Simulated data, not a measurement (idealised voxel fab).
voxel self aligned vias: a process module
Each square cell in cross-section cut measures 5 nm, and the section as a whole is 175 nm wide.
Each cross-section below is a grid of square cells, stated as bands in top-down order, with one or more rows of cells making up each band. Top, bottom (nm), then materials left to right with widths (nm); lone material tagged "everywhere" fills the whole band edge to edge; "empty" = empty space. All heights in this document are referenced to 0, defined as the level beneath which the wafer, as received, consists entirely of one material. The lowest band is not bounded below; it extends indefinitely downward and is written in the form "0 down". Graded width ("30 to 40"): value in top row of band = first number; value in bottom row = second number; row-to-row change constant. For the purposes of this document, the phrase "identical to before" attached to a step denotes that no cell within the cross-section was modified by that step. Closed-off voids of 8+ cells (no open route to the top) go in "Trapped cavities", written width x height at distance from the left edge, in nm. Text after the settings on a step's line: the simulator's own remark on that step. overlay nm: where the mask lay relative to plan, measured to the right, on steps with a mask; negatives go left.
-- Steps in the process plan
1,RECEIVE | material Si
2,CONFORMAL_DEP | material SiO2 | thk nm 15
3,CONFORMAL_DEP | material SiCN | thk nm 5
4,DIRECTIONAL_DEP | material lowk | thk nm 20
5,MASKED_ETCH | tone open | mask id LINES | width nm 30 | pitch nm 70 | etch materials lowk | depth nm 20 | overlay nm 0
6,CONFORMAL_DEP | material TiN | thk nm 5
7,FILL_DEP | material Ru | thk nm 10
8,CMP | height nm 40
9,SELECTIVE_ETCH | etch materials W Ru TiN | depth nm 5
10,FILL_DEP | material SiN | thk nm 10
11,CMP | height nm 40
12,DIRECTIONAL_DEP | material lowk | thk nm 20
13,DIRECTIONAL_DEP | material aC | thk nm 15
14,PATTERN | tone open | mask id VIAS | material resist | width nm 40 | pitch nm 70 | thk nm 30 | overlay nm 0
15,DIRECTIONAL_ETCH | etch materials aC | depth nm 15
16,STRIP | etch materials resist
17,DIRECTIONAL_ETCH | etch materials lowk | depth nm 20
18,DIRECTIONAL_ETCH | etch materials SiN | depth nm 5
19,STRIP | etch materials aC
20,CONFORMAL_DEP | material TiN | thk nm 5
21,FILL_DEP | material Ru | thk nm 10
22,CMP | height nm 60
23,CONFORMAL_DEP | material SiCN | thk nm 5
-- Cross-section of the wafer as it came to us, i.e., already through step 1
    0 down: Si everywhere
    Trapped cavities: none
-- End-of-module cross-section. Starting structure and process plan as above; one mistake made in running it
    65 to 60: SiCN everywhere
    60 to 40: lowk 35 nm; TiN 5 nm; Ru 20 nm; TiN 5 nm; lowk 40 nm; TiN 5 nm; Ru 20 nm; TiN 5 nm; lowk 40 nm
    40 to 35: lowk 35 nm; TiN 30 nm; lowk 40 nm; TiN 30 nm; lowk 40 nm
    35 to 25: lowk 35 nm; TiN 5 nm; Ru 20 nm; TiN 5 nm; lowk 40 nm; TiN 5 nm; Ru 20 nm; TiN 5 nm; lowk 40 nm
    25 to 20: lowk 35 nm; TiN 30 nm; lowk 40 nm; TiN 30 nm; lowk 40 nm
    20 to 15: SiCN everywhere
    15 to 0: SiO2 everywhere
    0 down: Si everywhere
    Trapped cavities: none
Against the plan, the run slipped here: the process deviated at step 14: the operation and settings actually run there were PATTERN | tone open | mask id VIAS | material resist | width nm 30 | pitch nm 70 | thk nm 30 | overlay nm 0
